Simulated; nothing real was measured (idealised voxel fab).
process module | voxel double patterning
cross-section cut | 295 nm wide | cells 5 nm
A cross-section is a grid of square cells, given in bands from the top down. A band is one or more rows of cells.
Each band's line starts with the height of the band's top and of its bottom, in nm. Then come its materials from left to right, each with its width in nm. One material with "throughout" fills the band from edge to edge. "air" is empty space.
Height 0 is the level under which the wafer as received is all one material. The lowest band goes on downwards, as in "0 down".
A width such as "30 to 40" changes by the same amount from each row of cells to the next, from the band's top row to its bottom row.
"no change" after a step means that no cell of the cross-section changed.
closed voids: empty space of 8 cells or more with no open way to the top, each as width x height at its distance from the left edge, in nm
after a step's settings: what the simulator itself notes on the step
overlay nm, on a step with a mask: how far to the right of its planned place the mask lay; to the left if negative
plan
1 op RECEIVE | material Si
2 op CONFORMAL_DEP | material SiN | thk nm 5
3 op DIRECTIONAL_DEP | material SiO2 | thk nm 15
4 op DIRECTIONAL_DEP | material SiCN | thk nm 10
5 op MASKED_ETCH | tone open | mask id FIRST | width nm 15 | pitch nm 50 | etch materials SiCN | depth nm 10 | overlay nm 0
6 op MASKED_ETCH | tone open | mask id SECOND | width nm 15 | etch materials SiCN | depth nm 10 | overlay nm 0
7 op DIRECTIONAL_ETCH | etch materials SiO2 | depth nm 15
8 op STRIP | etch materials SiCN
as received, after step 1
  0 down: Si throughout
  closed voids: none
a wafer at the end: this start, this plan, one mistake
  35 to 20: SiO2 115 | air 15 | SiO2 10 | air 15 | SiO2 10 | air 15 | SiO2 115
  20 to 5: SiO2 throughout
  5 to 0: SiN throughout
  0 down: Si throughout
  closed voids: none
what went wrong: step 3 was run twice
